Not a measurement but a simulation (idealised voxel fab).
voxel spacer lines: a process module
The width of the displayed cross-section, cut, is 285 nm; its cells are square, with a size of 5 nm.
We lay out every cross-section as a grid of square cells and spell it out in bands from the top down, where one band means one or more rows of cells.
Each band's line starts with the height of the band's top and of its bottom, in nm. Then come its materials from left to right, each with its width in nm. One material with "all across" fills the band from edge to edge. "blank" is empty space.
A quick word on heights: they are counted from 0, and under that level the wafer as it came to us is one material throughout. The lowest band is different from the rest in having no bottom; it simply continues downward, written as in "z 0 and below".
Note: "30 to 40" means the width goes from the first number (top row of the band) to the second number (bottom row) in equal steps per row of cells.
When a step is marked "no change occurred", none of the cells in the cross-section changed during that step.
Empty spaces without an open route to the top, at least 8 cells in extent, make up the entry "Voids lacking openings"; each is given as width x height at distance, where the distance is measured from the left edge, and all are in nm.
That trailing text on a step's line, after the settings, is the simulator's own remark on the step.
When a step includes a mask, the "overlay nm" setting on its line states how far to the right of its planned place that mask lay, and negative values state how far to the left.

## Steps in the process plan
step 1: RECEIVE, material Si
step 2: CONFORMAL_DEP, material Al2O3, thk nm 10
step 3: DIRECTIONAL_DEP, material W, thk nm 10
step 4: DIRECTIONAL_DEP, material aC, thk nm 30
step 5: PATTERN, tone cover, mask id MANDREL, material resist, width nm 25, pitch nm 80, thk nm 35, overlay nm 0
step 6: DIRECTIONAL_ETCH, etch materials aC, depth nm 30
step 7: STRIP, etch materials resist
step 8: CONFORMAL_DEP, material SiO2, thk nm 15
step 9: DIRECTIONAL_ETCH, etch materials SiO2, depth nm 15
step 10: STRIP, etch materials aC
step 11: DIRECTIONAL_ETCH, etch materials W, depth nm 10
step 12: STRIP, etch materials SiO2

## First wafer out of two, processed as planned

## Delivered wafer in cross-section: state after step 1
	z 0 and below: Si all across
	Voids lacking openings: none

## After step 2, in cross-section
	z 10 to 0: Al2O3 all across
	Anything lower than 0 is untouched.

## After step 3, in cross-section
	z 20 to 10: W all across
	Anything lower than 10 is untouched.

## After step 4, in cross-section
	z 50 to 20: aC all across
	Anything lower than 20 is untouched.

## After step 5, in cross-section
	z 85 to 50: 90 blank, 25 resist, 55 blank, 25 resist, 90 blank
	Anything lower than 50 is untouched.

## After step 6, in cross-section
	z 55 to 50: 90 blank, 25 resist, 55 blank, 25 resist, 90 blank
	z 50 to 20: 90 blank, 25 aC, 55 blank, 25 aC, 90 blank
	Anything lower than 20 is untouched.

## After step 7, in cross-section
	z 50 to 20: 90 blank, 25 aC, 55 blank, 25 aC, 90 blank
	Anything lower than 20 is untouched.

## After step 8, in cross-section
	z 65 to 50: 75 blank, 55 SiO2, 25 blank, 55 SiO2, 75 blank
	z 50 to 35: 75 blank, 15 SiO2, 25 aC, 15 SiO2, 25 blank, 15 SiO2, 25 aC, 15 SiO2, 75 blank
	z 35 to 20: 90 SiO2, 25 aC, 55 SiO2, 25 aC, 90 SiO2
	Anything lower than 20 is untouched.

## After step 9, in cross-section
	z 50 to 20: 75 blank, 15 SiO2, 25 aC, 15 SiO2, 25 blank, 15 SiO2, 25 aC, 15 SiO2, 75 blank
	Anything lower than 20 is untouched.

## After step 10, in cross-section
	z 50 to 20: 75 blank, 15 SiO2, 25 blank, 15 SiO2, 25 blank, 15 SiO2, 25 blank, 15 SiO2, 75 blank
	Anything lower than 20 is untouched.

## After step 11, in cross-section
	z 50 to 20: 75 blank, 15 SiO2, 25 blank, 15 SiO2, 25 blank, 15 SiO2, 25 blank, 15 SiO2, 75 blank
	z 20 to 10: 75 blank, 15 W, 25 blank, 15 W, 25 blank, 15 W, 25 blank, 15 W, 75 blank
	Anything lower than 10 is untouched.

## After step 12, in cross-section
	z 20 to 10: 75 blank, 15 W, 25 blank, 15 W, 25 blank, 15 W, 25 blank, 15 W, 75 blank
	Anything lower than 10 is untouched.

## Second of two: same start, same plan, one run error; steps up to and including 4 match the first

## Second wafer, cross-section, planned end of step 5
	z 85 to 50: 90 resist, 25 blank, 55 resist, 25 blank, 90 resist
	Anything lower than 50 is untouched.

## Second wafer, cross-section, planned end of step 6
	z 55 to 50: 90 resist, 25 blank, 55 resist, 25 blank, 90 resist
	z 50 to 20: 90 aC, 25 blank, 55 aC, 25 blank, 90 aC
	Anything lower than 20 is untouched.

## Second wafer, cross-section, planned end of step 7
	z 50 to 20: 90 aC, 25 blank, 55 aC, 25 blank, 90 aC
	Anything lower than 20 is untouched.

## Second wafer, cross-section, planned end of step 8
	z 65 to 50: SiO2 all across
	z 50 to 20: 90 aC, 25 SiO2, 55 aC, 25 SiO2, 90 aC
	Anything lower than 20 is untouched.

## Second wafer, cross-section, planned end of step 9
	z 50 to 20: 90 aC, 25 SiO2, 55 aC, 25 SiO2, 90 aC
	Anything lower than 20 is untouched.

## Second wafer, cross-section, planned end of step 10
	z 50 to 20: 90 blank, 25 SiO2, 55 blank, 25 SiO2, 90 blank
	Anything lower than 20 is untouched.

## Second wafer, cross-section, planned end of step 11
	z 50 to 20: 90 blank, 25 SiO2, 55 blank, 25 SiO2, 90 blank
	z 20 to 10: 90 blank, 25 W, 55 blank, 25 W, 90 blank
	Anything lower than 10 is untouched.

## Second wafer, cross-section, planned end of step 12
	z 20 to 10: 90 blank, 25 W, 55 blank, 25 W, 90 blank
	Anything lower than 10 is untouched.
What went wrong in running the wafer? step 5 deviated from plan and actually ran as PATTERN, tone open, mask id MANDREL, material resist, width nm 25, pitch nm 80, thk nm 35, overlay nm 0
Heads up, by the end the second wafer has more or fewer cells of some materials compared to the first: -4 W
